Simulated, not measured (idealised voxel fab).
Presented below is a process module, voxel air gaps.
Displayed cross-section: cut, width of 250 nm, square cells sized 5 nm.
This document writes a cross-section as a grid whose cells are square, and gives it as bands, listed from the top down; one or more rows of cells form a band. Heads up on the band format: heights come first, top then bottom, in nm. After that it's the materials left to right, each with its width in nm. A single material flagged "everywhere" fills the whole band edge to edge, and "air" means there's empty space there. Note: height 0 marks the level under which the wafer is uniformly one material as received. Lowest band unbounded below, written "0 nm and below". Width: "30->40" (first number = top row, second number = bottom row, same change from row to row of cells). Where the words "all unchanged" appear for a step, the cross-section shows no cell changed by that step; every cell remained as before. Empty spaces counting at least 8 cells and having no open way to the top are listed in "Closed cavity list". The notation width x height at distance is used for each, the distance being from the left edge and all three values in nm. Read whatever lies past the settings on a step's line as the simulator's own remark about the step. overlay nm: for a step with a mask, the amount by which the mask lay right of where it was planned; a negative amount means left of it.

## Intended process steps
1: RECEIVE (material Si)
2: CONFORMAL_DEP (material SiO2; thk nm 15)
3: CONFORMAL_DEP (material SiN; thk nm 5)
4: DIRECTIONAL_DEP (material SiO2; thk nm 35)
5: MASKED_ETCH (tone open; mask id LINES; width nm 25; pitch nm 55; etch materials SiO2; depth nm 35; overlay nm 0)
6: CONFORMAL_DEP (material TiN; thk nm 5)
7: FILL_DEP (material Cu; thk nm 5)
8: CMP (height nm 55)
9: EPI (material Ru; thk nm 10)
10: SELECTIVE_ETCH (etch materials SiO2; depth nm 45)
11: CONFORMAL_DEP (material SiCN; thk nm 5)

## Delivered wafer in cross-section: state after step 1
- 0 nm and below  Si everywhere
- Closed cavity list: none

## First of two wafers, end-of-module section, run followed plan
- 70 nm to 65 nm  40 nm air, then 165 nm SiCN, then 45 nm air
- 65 nm to 55 nm  40 nm air, then 5 nm SiCN, then 45 nm Ru, then 10 nm SiCN, then 45 nm Ru, then 10 nm SiCN, then 45 nm Ru, then 5 nm SiCN, then 45 nm air
- 55 nm to 50 nm  40 nm air, then 15 nm SiCN, then 5 nm TiN, then 15 nm Cu, then 5 nm TiN, then 30 nm SiCN, then 5 nm TiN, then 15 nm Cu, then 5 nm TiN, then 30 nm SiCN, then 5 nm TiN, then 15 nm Cu, then 5 nm TiN, then 15 nm SiCN, then 45 nm air
- 50 nm to 25 nm  50 nm air, then 5 nm SiCN, then 5 nm TiN, then 15 nm Cu, then 5 nm TiN, then 5 nm SiCN, then 20 nm air, then 5 nm SiCN, then 5 nm TiN, then 15 nm Cu, then 5 nm TiN, then 5 nm SiCN, then 20 nm air, then 5 nm SiCN, then 5 nm TiN, then 15 nm Cu, then 5 nm TiN, then 5 nm SiCN, then 55 nm air
- 25 nm to 20 nm  55 nm SiCN, then 25 nm TiN, then 30 nm SiCN, then 25 nm TiN, then 30 nm SiCN, then 25 nm TiN, then 60 nm SiCN
- 20 nm to 15 nm  SiN everywhere
- 15 nm to 0 nm  SiO2 everywhere
- 0 nm and below  Si everywhere
- Closed cavity list: 20 x 25 at 85; 20 x 25 at 140

## Cross-section, wafer two of two, end of module: same start and plan as wafer one, one error in execution
- 60 nm to 55 nm  SiCN everywhere
- 55 nm to 50 nm  SiN everywhere
- 50 nm to 0 nm  SiO2 everywhere
- 0 nm and below  Si everywhere
- Closed cavity list: none
Nonconformance to the process plan: transposition of steps 3 and 4 relative to the planned sequence
The final cell counts differ between the wafers, with the second having more or fewer of some materials than the first: -54 Cu | -54 Ru | -78 SiCN | +350 SiO2 | -51 TiN
At the end, the first wafer has 2 closed voids and the second wafer has 0.
